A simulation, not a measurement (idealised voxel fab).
Proc. module: voxel tone inversion
Cross-section cut spans 235 nm and uses square cells 5 nm in size.
A cross-section is written here as square cells arranged in a grid, and it is given in bands from the top down, each band taking up one or more rows of cells. For a band, the entry starts with two heights in nm, that of the top and then that of the bottom, and carries on with the band's materials in order from left to right, each alongside its width in nm; the word "edge to edge" beside a single material means it fills the band edge to edge, and "empty" means empty space. Zero point of the height axis is 0; under it, received wafer = one material. Lowest band: continues down indefinitely, "0 nm and below". Per-row width for "30->40": begins at first number (top row of band), ends at second number (bottom row), increment between rows held constant. Reading "no modifications" for a step: not a cell of the cross-section changed in it. In the "Sealed-off cavities" entry, you get each enclosed empty space of 8 cells or more, one with no open way to the top, written width x height at distance, distance from the left edge, in nm. Post-settings text on a step line: simulator's own remark regarding the step. overlay nm: on a step with a mask, how far right of its planned place the mask lay; negative means left.
THE PROCESS STEPS THAT WERE PLANNED ARE LISTED BELOW
1. RECEIVE: material Si
2. CONFORMAL_DEP: material SiCN, thk nm 5
3. DIRECTIONAL_DEP: material aC, thk nm 20
4. PATTERN: tone cover, mask id POSTS, material resist, width nm 20, pitch nm 40, thk nm 30, overlay nm 0
5. DIRECTIONAL_ETCH: etch materials aC, depth nm 20
6. STRIP: etch materials resist
7. FILL_DEP: material SiO2, thk nm 10
8. CMP: height nm 25
9. STRIP: etch materials aC
10. CONFORMAL_DEP: material TiN, thk nm 5
11. FILL_DEP: material Ru, thk nm 10
12. CMP: height nm 25
13. CONFORMAL_DEP: material SiCN, thk nm 5
FIRST OF TWO WAFERS - AS PLANNED
INCOMING WAFER IN CROSS-SECTION (STATE: AFTER STEP 1)
* 0 nm and below = Si edge to edge
* Sealed-off cavities: none
STATE OF THE WAFER AFTER STEP 2, SHOWN IN CROSS-SECTION
* 5 nm to 0 nm = SiCN edge to edge
* Under the height 0 nothing was changed.
STATE OF THE WAFER AFTER STEP 3, SHOWN IN CROSS-SECTION
* 25 nm to 5 nm = aC edge to edge
* Under the height 5 nothing was changed.
STATE OF THE WAFER AFTER STEP 4, SHOWN IN CROSS-SECTION
* 55 nm to 25 nm = empty=85 | resist=20 | empty=20 | resist=20 | empty=90
* Under the height 25 nothing was changed.
STATE OF THE WAFER AFTER STEP 5, SHOWN IN CROSS-SECTION
* 35 nm to 25 nm = empty=85 | resist=20 | empty=20 | resist=20 | empty=90
* 25 nm to 5 nm = empty=85 | aC=20 | empty=20 | aC=20 | empty=90
* Under the height 5 nothing was changed.
STATE OF THE WAFER AFTER STEP 6, SHOWN IN CROSS-SECTION
* 25 nm to 5 nm = empty=85 | aC=20 | empty=20 | aC=20 | empty=90
* Under the height 5 nothing was changed.
STATE OF THE WAFER AFTER STEP 7, SHOWN IN CROSS-SECTION
* 35 nm to 25 nm = SiO2 edge to edge
* 25 nm to 5 nm = SiO2=85 | aC=20 | SiO2=20 | aC=20 | SiO2=90
* Under the height 5 nothing was changed.
STATE OF THE WAFER AFTER STEP 8, SHOWN IN CROSS-SECTION
* 25 nm to 5 nm = SiO2=85 | aC=20 | SiO2=20 | aC=20 | SiO2=90
* Under the height 5 nothing was changed.
STATE OF THE WAFER AFTER STEP 9, SHOWN IN CROSS-SECTION
* 25 nm to 5 nm = SiO2=85 | empty=20 | SiO2=20 | empty=20 | SiO2=90
* Under the height 5 nothing was changed.
STATE OF THE WAFER AFTER STEP 10, SHOWN IN CROSS-SECTION
* 30 nm to 25 nm = TiN=90 | empty=10 | TiN=30 | empty=10 | TiN=95
* 25 nm to 10 nm = SiO2=85 | TiN=5 | empty=10 | TiN=5 | SiO2=20 | TiN=5 | empty=10 | TiN=5 | SiO2=90
* 10 nm to 5 nm = SiO2=85 | TiN=20 | SiO2=20 | TiN=20 | SiO2=90
* Under the height 5 nothing was changed.
STATE OF THE WAFER AFTER STEP 11, SHOWN IN CROSS-SECTION
* 40 nm to 30 nm = Ru edge to edge
* 30 nm to 25 nm = TiN=90 | Ru=10 | TiN=30 | Ru=10 | TiN=95
* 25 nm to 10 nm = SiO2=85 | TiN=5 | Ru=10 | TiN=5 | SiO2=20 | TiN=5 | Ru=10 | TiN=5 | SiO2=90
* Under the height 10 nothing was changed.
STATE OF THE WAFER AFTER STEP 12, SHOWN IN CROSS-SECTION
* 25 nm to 10 nm = SiO2=85 | TiN=5 | Ru=10 | TiN=5 | SiO2=20 | TiN=5 | Ru=10 | TiN=5 | SiO2=90
* Under the height 10 nothing was changed.
STATE OF THE WAFER AFTER STEP 13, SHOWN IN CROSS-SECTION
* 30 nm to 25 nm = SiCN edge to edge
* Under the height 25 nothing was changed.
WAFER TWO: LIKE WAFER ONE IN START AND PLAN, BUT WITH ONE MISTAKE IN EXECUTION; IDENTICAL UP TO AND INCLUDING STEP 10
LOOK AT THE SECOND WAFER IN CROSS-SECTION AT THE TIME STEP 11 OUGHT TO HAVE FINISHED
* 40 nm to 30 nm = aC edge to edge
* 30 nm to 25 nm = TiN=90 | aC=10 | TiN=30 | aC=10 | TiN=95
* 25 nm to 10 nm = SiO2=85 | TiN=5 | aC=10 | TiN=5 | SiO2=20 | TiN=5 | aC=10 | TiN=5 | SiO2=90
* Under the height 10 nothing was changed.
LOOK AT THE SECOND WAFER IN CROSS-SECTION AT THE TIME STEP 12 OUGHT TO HAVE FINISHED
* 25 nm to 10 nm = SiO2=85 | TiN=5 | aC=10 | TiN=5 | SiO2=20 | TiN=5 | aC=10 | TiN=5 | SiO2=90
* Under the height 10 nothing was changed.
LOOK AT THE SECOND WAFER IN CROSS-SECTION AT THE TIME STEP 13 OUGHT TO HAVE FINISHED
* 30 nm to 25 nm = SiCN edge to edge
* Under the height 25 nothing was changed.
What broke from the plan during processing? step 11 off recipe, ran as FILL_DEP: material aC, thk nm 10
It is noted that, at the conclusion of processing, the second wafer exhibits a higher or lower cell count for certain materials relative to the first: 12 fewer of Ru | 12 more of aC
